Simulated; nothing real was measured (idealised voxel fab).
This section sets out a process module, namely voxel plated lines.
The cross-section on display is named cut; it measures 265 nm wide, and its cells are 5 nm squares.
Cross-section layout: square cells on a grid; listed as bands, top to bottom; a band spans one or more cell rows.
It is stipulated that each band's entry specify, in nanometres, the height of the top of the band and then that of its bottom, followed by the materials of the band in left-to-right sequence, each together with its width in nanometres. A single material marked by the word "full width" is understood to fill the band from edge to edge; the word "blank" is understood to denote empty space.
Below 0: as-received wafer, all one material; heights counted from there. Lowest band: no bottom, goes on down, written "0 and below".
Graded width ("30->40"): value in top row of band = first number; value in bottom row = second number; row-to-row change constant.
You'll sometimes find "everything unchanged" written for a step, and that's the way of saying that nowhere in the cross-section did a cell change during that step.
If an empty space has no open way to the top and is at least 8 cells in size, "Enclosed internal voids" lists it, written width x height at distance, where distance is measured from the left edge and every value is in nm.
Past the settings on a step's line: simulator remark, on that step.
overlay nm, on a step with a mask: how far to the right of its planned place the mask lay; to the left if negative
## Set out below are the planned steps of the process
1. RECEIVE (material Si)
2. CONFORMAL_DEP (material Al2O3; thk nm 10)
3. DIRECTIONAL_DEP (material TiN; thk nm 5)
4. PATTERN (tone open; mask id LINES; material resist; width nm 15; pitch nm 35; thk nm 20; overlay nm 0)
5. EPI (material Ru; thk nm 5)
6. STRIP (etch materials resist)
7. DIRECTIONAL_ETCH (etch materials TiN; depth nm 5)
8. CONFORMAL_DEP (material SiN; thk nm 10)
## First wafer out of two, processed as planned
## Cross-section of the wafer at receipt, which is the condition after step 1
0 and below = Si full width
Enclosed internal voids: none
## State of the wafer after step 2, shown in cross-section
10 down to 0 = Al2O3 full width
Under the height 0 nothing was changed.
## State of the wafer after step 3, shown in cross-section
15 down to 10 = TiN full width
Under the height 10 nothing was changed.
## State of the wafer after step 4, shown in cross-section
35 down to 15 = resist=90; blank=15; resist=20; blank=15; resist=20; blank=15; resist=90
Under the height 15 nothing was changed.
## State of the wafer after step 5, shown in cross-section
35 down to 20 = resist=90; blank=15; resist=20; blank=15; resist=20; blank=15; resist=90
20 down to 15 = resist=90; Ru=15; resist=20; Ru=15; resist=20; Ru=15; resist=90
Under the height 15 nothing was changed.
## State of the wafer after step 6, shown in cross-section
20 down to 15 = blank=90; Ru=15; blank=20; Ru=15; blank=20; Ru=15; blank=90
Under the height 15 nothing was changed.
## State of the wafer after step 7, shown in cross-section
20 down to 15 = blank=90; Ru=15; blank=20; Ru=15; blank=20; Ru=15; blank=90
15 down to 10 = blank=90; TiN=15; blank=20; TiN=15; blank=20; TiN=15; blank=90
Under the height 10 nothing was changed.
## State of the wafer after step 8, shown in cross-section
30 down to 20 = blank=80; SiN=105; blank=80
20 down to 15 = SiN=90; Ru=15; SiN=20; Ru=15; SiN=20; Ru=15; SiN=90
15 down to 10 = SiN=90; TiN=15; SiN=20; TiN=15; SiN=20; TiN=15; SiN=90
Under the height 10 nothing was changed.
## Notes, second wafer: start = first wafer's, plan = first wafer's, execution had one mistake; history identical to first through step 5
## Planned end of step 6: second wafer, cross-section
20 down to 15 = blank=90; Ru=15; blank=20; Ru=15; blank=20; Ru=15; blank=90
Under the height 15 nothing was changed.
## Planned end of step 7: second wafer, cross-section
20 down to 15 = blank=90; Ru=15; blank=20; Ru=15; blank=20; Ru=15; blank=90
15 down to 10 = blank=90; TiN=15; blank=20; TiN=15; blank=20; TiN=15; blank=90
Under the height 10 nothing was changed.
## Planned end of step 8: second wafer, cross-section
30 down to 20 = blank=80; SiN=105; blank=80
20 down to 15 = SiN=90; Ru=15; SiN=20; Ru=15; SiN=20; Ru=15; SiN=90
15 down to 10 = SiN=90; TiN=15; SiN=20; TiN=15; SiN=20; TiN=15; SiN=90
Under the height 10 nothing was changed.
Short version of what went wrong: step 6 of the plan was twice carried out
Result: same final cross-section on the two wafers, so no effect from the mistake in this model.
